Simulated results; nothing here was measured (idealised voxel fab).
process module | voxel ribs on slabs
cross-section cut | 270 nm wide | cells 5 nm
A cross-section is a grid of square cells, given in bands from the top down. A band is one or more rows of cells.
Each band's line starts with the height of the band's top and of its bottom, in nm. Then come its materials from left to right, each with its width in nm. One material with "throughout" fills the band from edge to edge. "air" is empty space.
Height 0 is the level under which the wafer as received is all one material. The lowest band goes on downwards, as in "0 down".
A width such as "30 to 40" changes by the same amount from each row of cells to the next, from the band's top row to its bottom row.
"no change" after a step means that no cell of the cross-section changed.
closed voids: empty space of 8 cells or more with no open way to the top, each as width x height at its distance from the left edge, in nm
after a step's settings: what the simulator itself notes on the step
overlay nm, on a step with a mask: how far to the right of its planned place the mask lay; to the left if negative
Each pair below shows a cross-section before one step and the cross-section after it, down to the lowest band that changed. The line under each pair gives the step between them, with its settings. The pairs can come from different runs of this module on the same starting wafer, so a pair continues from the pair above only where its "before" says so.
before
  0 down: Si throughout
  closed voids: none
after
  30 to 0: SiO2 throughout
  below 0: unchanged
  closed voids: none
the step between: op DIRECTIONAL_DEP | material SiO2 | thk nm 30
before: the cross-section after the pair above
after
  50 to 30: SiN throughout
  below 30: unchanged
  closed voids: none
the step between: op DIRECTIONAL_DEP | material SiN | thk nm 20
before: the cross-section after the pair above
after
  50 to 35: air 125 | SiN 20 | air 125
  below 35: unchanged
  closed voids: none
the step between: op MASKED_ETCH | tone cover | mask id RIB | width nm 20 | etch materials SiN | depth nm 15 | overlay nm 0
before: the cross-section after the pair above
after
  50 to 35: air 125 | SiN 20 | air 125
  35 to 30: air 110 | SiN 50 | air 110
  below 30: unchanged
  closed voids: none
the step between: op MASKED_ETCH | tone cover | mask id SLAB | width nm 50 | etch materials SiN | depth nm 5 | overlay nm 0
before: the cross-section after the pair above
after
  70 to 50: SiO2 throughout
  50 to 35: SiO2 125 | SiN 20 | SiO2 125
  35 to 30: SiO2 110 | SiN 50 | SiO2 110
  below 30: unchanged
  closed voids: none
the step between: op FILL_DEP | material SiO2 | thk nm 20
before: the cross-section after the pair above
after
  65 to 50: SiO2 throughout
  below 50: unchanged
  closed voids: none
the step between: op CMP | height nm 65
before: the cross-section after the pair above
after
  70 to 65: TiN throughout
  below 65: unchanged
  closed voids: none
the step between: op DIRECTIONAL_DEP | material TiN | thk nm 5
before: the cross-section after the pair above
after
  85 to 70: aC throughout
  below 70: unchanged
  closed voids: none
the step between: op DIRECTIONAL_DEP | material aC | thk nm 15
before: the cross-section after the pair above
after
  120 to 85: air 120 | resist 30 | air 120
  below 85: unchanged
  closed voids: none
the step between: op PATTERN | tone cover | mask id HEATER | material resist | width nm 30 | thk nm 35 | overlay nm 0
before: the cross-section after the pair above
after
  105 to 85: air 120 | resist 30 | air 120
  85 to 70: air 120 | aC 30 | air 120
  below 70: unchanged
  closed voids: none
the step between: op DIRECTIONAL_ETCH | etch materials aC | depth nm 15
before: the cross-section after the pair above
after
  85 to 70: air 120 | aC 30 | air 120
  below 70: unchanged
  closed voids: none
the step between: op STRIP | etch materials resist
before: the cross-section after the pair above
after
  85 to 70: air 120 | aC 30 | air 120
  70 to 65: air 120 | TiN 30 | air 120
  below 65: unchanged
  closed voids: none
the step between: op DIRECTIONAL_ETCH | etch materials TiN | depth nm 5
before: the cross-section after the pair above
after
  70 to 65: air 120 | TiN 30 | air 120
  below 65: unchanged
  closed voids: none
the step between: op STRIP | etch materials aC
before: the cross-section after the pair above
after
  75 to 70: air 115 | SiO2 40 | air 115
  70 to 65: SiO2 120 | TiN 30 | SiO2 120
  below 65: unchanged
  closed voids: none
the step between: op CONFORMAL_DEP | material SiO2 | thk nm 5
before
  30 to 0: SiO2 throughout
  0 down: Si throughout
  closed voids: none
after
  60 to 0: SiO2 throughout
  below 0: unchanged
  closed voids: none
the step between: op DIRECTIONAL_DEP | material SiO2 | thk nm 30
before: the cross-section after the pair above
after
  80 to 60: SiN throughout
  below 60: unchanged
  closed voids: none
the step between: op DIRECTIONAL_DEP | material SiN | thk nm 20
before: the cross-section after the pair above
after
  80 to 65: air 125 | SiN 20 | air 125
  below 65: unchanged
  closed voids: none
the step between: op MASKED_ETCH | tone cover | mask id RIB | width nm 20 | etch materials SiN | depth nm 15 | overlay nm 0
before: the cross-section after the pair above
after
  80 to 65: air 125 | SiN 20 | air 125
  65 to 60: air 110 | SiN 50 | air 110
  below 60: unchanged
  closed voids: none
the step between: op MASKED_ETCH | tone cover | mask id SLAB | width nm 50 | etch materials SiN | depth nm 5 | overlay nm 0
before: the cross-section after the pair above
after
  100 to 80: SiO2 throughout
  80 to 65: SiO2 125 | SiN 20 | SiO2 125
  65 to 60: SiO2 110 | SiN 50 | SiO2 110
  below 60: unchanged
  closed voids: none
the step between: op FILL_DEP | material SiO2 | thk nm 20
before: the cross-section after the pair above
after
  65 to 60: SiO2 110 | SiN 50 | SiO2 110
  below 60: unchanged
  closed voids: none
the step between: op CMP | height nm 65
before: the cross-section after the pair above
after
  70 to 65: TiN throughout
  below 65: unchanged
  closed voids: none
the step between: op DIRECTIONAL_DEP | material TiN | thk nm 5
before: the cross-section after the pair above
after
  85 to 70: aC throughout
  below 70: unchanged
  closed voids: none
the step between: op DIRECTIONAL_DEP | material aC | thk nm 15
before: the cross-section after the pair above
after
  120 to 85: air 120 | resist 30 | air 120
  below 85: unchanged
  closed voids: none
the step between: op PATTERN | tone cover | mask id HEATER | material resist | width nm 30 | thk nm 35 | overlay nm 0
before: the cross-section after the pair above
after
  105 to 85: air 120 | resist 30 | air 120
  85 to 70: air 120 | aC 30 | air 120
  below 70: unchanged
  closed voids: none
the step between: op DIRECTIONAL_ETCH | etch materials aC | depth nm 15
before: the cross-section after the pair above
after
  85 to 70: air 120 | aC 30 | air 120
  below 70: unchanged
  closed voids: none
the step between: op STRIP | etch materials resist
before: the cross-section after the pair above
after
  85 to 70: air 120 | aC 30 | air 120
  70 to 65: air 120 | TiN 30 | air 120
  below 65: unchanged
  closed voids: none
the step between: op DIRECTIONAL_ETCH | etch materials TiN | depth nm 5
before: the cross-section after the pair above
after
  70 to 65: air 120 | TiN 30 | air 120
  below 65: unchanged
  closed voids: none
the step between: op STRIP | etch materials aC
before: the cross-section after the pair above
after
  75 to 70: air 115 | SiO2 40 | air 115
  70 to 65: SiO2 120 | TiN 30 | SiO2 120
  below 65: unchanged
  closed voids: none
the step between: op CONFORMAL_DEP | material SiO2 | thk nm 5
before
  0 down: Si throughout
  closed voids: none
after
  20 to 0: SiN throughout
  below 0: unchanged
  closed voids: none
the step between: op DIRECTIONAL_DEP | material SiN | thk nm 20
before: the cross-section after the pair above
after
  50 to 20: SiO2 throughout
  below 20: unchanged
  closed voids: none
the step between: op DIRECTIONAL_DEP | material SiO2 | thk nm 30
before: the cross-section after the pair above
after
  70 to 20: SiO2 throughout
  below 20: unchanged
  closed voids: none
the step between: op FILL_DEP | material SiO2 | thk nm 20
before: the cross-section after the pair above
after
  65 to 20: SiO2 throughout
  below 20: unchanged
  closed voids: none
the step between: op CMP | height nm 65
before: the cross-section after the pair above
after
  70 to 65: TiN throughout
  below 65: unchanged
  closed voids: none
the step between: op DIRECTIONAL_DEP | material TiN | thk nm 5
before: the cross-section after the pair above
after
  85 to 70: aC throughout
  below 70: unchanged
  closed voids: none
the step between: op DIRECTIONAL_DEP | material aC | thk nm 15
before: the cross-section after the pair above
after
  120 to 85: air 120 | resist 30 | air 120
  below 85: unchanged
  closed voids: none
the step between: op PATTERN | tone cover | mask id HEATER | material resist | width nm 30 | thk nm 35 | overlay nm 0
before: the cross-section after the pair above
after
  105 to 85: air 120 | resist 30 | air 120
  85 to 70: air 120 | aC 30 | air 120
  below 70: unchanged
  closed voids: none
the step between: op DIRECTIONAL_ETCH | etch materials aC | depth nm 15
before: the cross-section after the pair above
after
  85 to 70: air 120 | aC 30 | air 120
  below 70: unchanged
  closed voids: none
the step between: op STRIP | etch materials resist
before: the cross-section after the pair above
after
  85 to 70: air 120 | aC 30 | air 120
  70 to 65: air 120 | TiN 30 | air 120
  below 65: unchanged
  closed voids: none
the step between: op DIRECTIONAL_ETCH | etch materials TiN | depth nm 5
before: the cross-section after the pair above
after
  70 to 65: air 120 | TiN 30 | air 120
  below 65: unchanged
  closed voids: none
the step between: op STRIP | etch materials aC
before: the cross-section after the pair above
after
  75 to 70: air 115 | SiO2 40 | air 115
  70 to 65: SiO2 120 | TiN 30 | SiO2 120
  below 65: unchanged
  closed voids: none
the step between: op CONFORMAL_DEP | material SiO2 | thk nm 5
before
  70 to 50: SiO2 throughout
  50 to 35: SiO2 125 | SiN 20 | SiO2 125
  35 to 30: SiO2 110 | SiN 50 | SiO2 110
  30 to 0: SiO2 throughout
  0 down: Si throughout
  closed voids: none
after
  55 to 50: SiO2 throughout
  below 50: unchanged
  closed voids: none
the step between: op CMP | height nm 55
before: the cross-section after the pair above
after
  60 to 55: TiN throughout
  below 55: unchanged
  closed voids: none
the step between: op DIRECTIONAL_DEP | material TiN | thk nm 5
before: the cross-section after the pair above
after
  75 to 60: aC throughout
  below 60: unchanged
  closed voids: none
the step between: op DIRECTIONAL_DEP | material aC | thk nm 15
before: the cross-section after the pair above
after
  110 to 75: air 120 | resist 30 | air 120
  below 75: unchanged
  closed voids: none
the step between: op PATTERN | tone cover | mask id HEATER | material resist | width nm 30 | thk nm 35 | overlay nm 0
before: the cross-section after the pair above
after
  95 to 75: air 120 | resist 30 | air 120
  75 to 60: air 120 | aC 30 | air 120
  below 60: unchanged
  closed voids: none
the step between: op DIRECTIONAL_ETCH | etch materials aC | depth nm 15
before: the cross-section after the pair above
after
  75 to 60: air 120 | aC 30 | air 120
  below 60: unchanged
  closed voids: none
the step between: op STRIP | etch materials resist
before: the cross-section after the pair above
after
  75 to 60: air 120 | aC 30 | air 120
  60 to 55: air 120 | TiN 30 | air 120
  below 55: unchanged
  closed voids: none
the step between: op DIRECTIONAL_ETCH | etch materials TiN | depth nm 5
before: the cross-section after the pair above
after
  60 to 55: air 120 | TiN 30 | air 120
  below 55: unchanged
  closed voids: none
the step between: op STRIP | etch materials aC
before: the cross-section after the pair above
after
  65 to 60: air 115 | SiO2 40 | air 115
  60 to 55: SiO2 120 | TiN 30 | SiO2 120
  below 55: unchanged
  closed voids: none
the step between: op CONFORMAL_DEP | material SiO2 | thk nm 5
before
  85 to 70: aC throughout
  70 to 65: TiN throughout
  65 to 50: SiO2 throughout
  50 to 35: SiO2 125 | SiN 20 | SiO2 125
  35 to 30: SiO2 110 | SiN 50 | SiO2 110
  30 to 0: SiO2 throughout
  0 down: Si throughout
  closed voids: none
after
  120 to 85: air 125 | resist 25 | air 120
  below 85: unchanged
  closed voids: none
the step between: op PATTERN | tone cover | mask id HEATER | material resist | width nm 25 | thk nm 35 | overlay nm 0
before: the cross-section after the pair above
after
  105 to 85: air 125 | resist 25 | air 120
  85 to 70: air 125 | aC 25 | air 120
  below 70: unchanged
  closed voids: none
the step between: op DIRECTIONAL_ETCH | etch materials aC | depth nm 15
before: the cross-section after the pair above
after
  85 to 70: air 125 | aC 25 | air 120
  below 70: unchanged
  closed voids: none
the step between: op STRIP | etch materials resist
before: the cross-section after the pair above
after
  85 to 70: air 125 | aC 25 | air 120
  70 to 65: air 125 | TiN 25 | air 120
  below 65: unchanged
  closed voids: none
the step between: op DIRECTIONAL_ETCH | etch materials TiN | depth nm 5
before: the cross-section after the pair above
after
  70 to 65: air 125 | TiN 25 | air 120
  below 65: unchanged
  closed voids: none
the step between: op STRIP | etch materials aC
before: the cross-section after the pair above
after
  75 to 70: air 120 | SiO2 35 | air 115
  70 to 65: SiO2 125 | TiN 25 | SiO2 120
  below 65: unchanged
  closed voids: none
the step between: op CONFORMAL_DEP | material SiO2 | thk nm 5
before
  50 to 35: air 125 | SiN 20 | air 125
  35 to 30: SiN throughout
  30 to 0: SiO2 throughout
  0 down: Si throughout
  closed voids: none
after
  50 to 35: air 125 | SiN 20 | air 125
  35 to 30: air 120 | SiN 50 | air 100
  below 30: unchanged
  closed voids: none
the step between: op MASKED_ETCH | tone cover | mask id SLAB | width nm 50 | etch materials SiN | depth nm 5 | overlay nm 10
before: the cross-section after the pair above
after
  70 to 50: SiO2 throughout
  50 to 35: SiO2 125 | SiN 20 | SiO2 125
  35 to 30: SiO2 120 | SiN 50 | SiO2 100
  below 30: unchanged
  closed voids: none
the step between: op FILL_DEP | material SiO2 | thk nm 20
before: the cross-section after the pair above
after
  65 to 50: SiO2 throughout
  below 50: unchanged
  closed voids: none
the step between: op CMP | height nm 65
before: the cross-section after the pair above
after
  70 to 65: TiN throughout
  below 65: unchanged
  closed voids: none
the step between: op DIRECTIONAL_DEP | material TiN | thk nm 5
before: the cross-section after the pair above
after
  85 to 70: aC throughout
  below 70: unchanged
  closed voids: none
the step between: op DIRECTIONAL_DEP | material aC | thk nm 15
before: the cross-section after the pair above
after
  120 to 85: air 120 | resist 30 | air 120
  below 85: unchanged
  closed voids: none
the step between: op PATTERN | tone cover | mask id HEATER | material resist | width nm 30 | thk nm 35 | overlay nm 0
before: the cross-section after the pair above
after
  105 to 85: air 120 | resist 30 | air 120
  85 to 70: air 120 | aC 30 | air 120
  below 70: unchanged
  closed voids: none
the step between: op DIRECTIONAL_ETCH | etch materials aC | depth nm 15
before: the cross-section after the pair above
after
  85 to 70: air 120 | aC 30 | air 120
  below 70: unchanged
  closed voids: none
the step between: op STRIP | etch materials resist
before: the cross-section after the pair above
after
  85 to 70: air 120 | aC 30 | air 120
  70 to 65: air 120 | TiN 30 | air 120
  below 65: unchanged
  closed voids: none
the step between: op DIRECTIONAL_ETCH | etch materials TiN | depth nm 5
before: the cross-section after the pair above
after
  70 to 65: air 120 | TiN 30 | air 120
  below 65: unchanged
  closed voids: none
the step between: op STRIP | etch materials aC
before: the cross-section after the pair above
after
  75 to 70: air 115 | SiO2 40 | air 115
  70 to 65: SiO2 120 | TiN 30 | SiO2 120
  below 65: unchanged
  closed voids: none
the step between: op CONFORMAL_DEP | material SiO2 | thk nm 5
before
  70 to 65: air 120 | TiN 30 | air 120
  65 to 50: SiO2 throughout
  50 to 35: SiO2 125 | SiN 20 | SiO2 125
  35 to 30: SiO2 110 | SiN 50 | SiO2 110
  30 to 0: SiO2 throughout
  0 down: Si throughout
  closed voids: none
after
  75 to 70: air 115 | aC 40 | air 115
  70 to 65: aC 120 | TiN 30 | aC 120
  below 65: unchanged
  closed voids: none
the step between: op CONFORMAL_DEP | material aC | thk nm 5
before
  50 to 35: air 125 | SiN 20 | air 125
  35 to 30: SiN throughout
  30 to 0: SiO2 throughout
  0 down: Si throughout
  closed voids: none
after
  45 to 35: air 125 | SiN 20 | air 125
  35 to 30: SiN 110 | air 15 | SiN 20 | air 15 | SiN 110
  below 30: unchanged
  closed voids: none
the step between: op MASKED_ETCH | tone open | mask id SLAB | width nm 50 | etch materials SiN | depth nm 5 | overlay nm 0
before: the cross-section after the pair above
after
  65 to 45: SiO2 throughout
  45 to 35: SiO2 125 | SiN 20 | SiO2 125
  35 to 30: SiN 110 | SiO2 15 | SiN 20 | SiO2 15 | SiN 110
  below 30: unchanged
  closed voids: none
the step between: op FILL_DEP | material SiO2 | thk nm 20
before: the cross-section after the pair above
after
  70 to 65: TiN throughout
  below 65: unchanged
  closed voids: none
the step between: op DIRECTIONAL_DEP | material TiN | thk nm 5
before: the cross-section after the pair above
after
  85 to 70: aC throughout
  below 70: unchanged
  closed voids: none
the step between: op DIRECTIONAL_DEP | material aC | thk nm 15
before: the cross-section after the pair above
after
  120 to 85: air 120 | resist 30 | air 120
  below 85: unchanged
  closed voids: none
the step between: op PATTERN | tone cover | mask id HEATER | material resist | width nm 30 | thk nm 35 | overlay nm 0
before: the cross-section after the pair above
after
  105 to 85: air 120 | resist 30 | air 120
  85 to 70: air 120 | aC 30 | air 120
  below 70: unchanged
  closed voids: none
the step between: op DIRECTIONAL_ETCH | etch materials aC | depth nm 15
before: the cross-section after the pair above
after
  85 to 70: air 120 | aC 30 | air 120
  below 70: unchanged
  closed voids: none
the step between: op STRIP | etch materials resist
before: the cross-section after the pair above
after
  85 to 70: air 120 | aC 30 | air 120
  70 to 65: air 120 | TiN 30 | air 120
  below 65: unchanged
  closed voids: none
the step between: op DIRECTIONAL_ETCH | etch materials TiN | depth nm 5
before: the cross-section after the pair above
after
  70 to 65: air 120 | TiN 30 | air 120
  below 65: unchanged
  closed voids: none
the step between: op STRIP | etch materials aC
before: the cross-section after the pair above
after
  75 to 70: air 115 | SiO2 40 | air 115
  70 to 65: SiO2 120 | TiN 30 | SiO2 120
  below 65: unchanged
  closed voids: none
the step between: op CONFORMAL_DEP | material SiO2 | thk nm 5
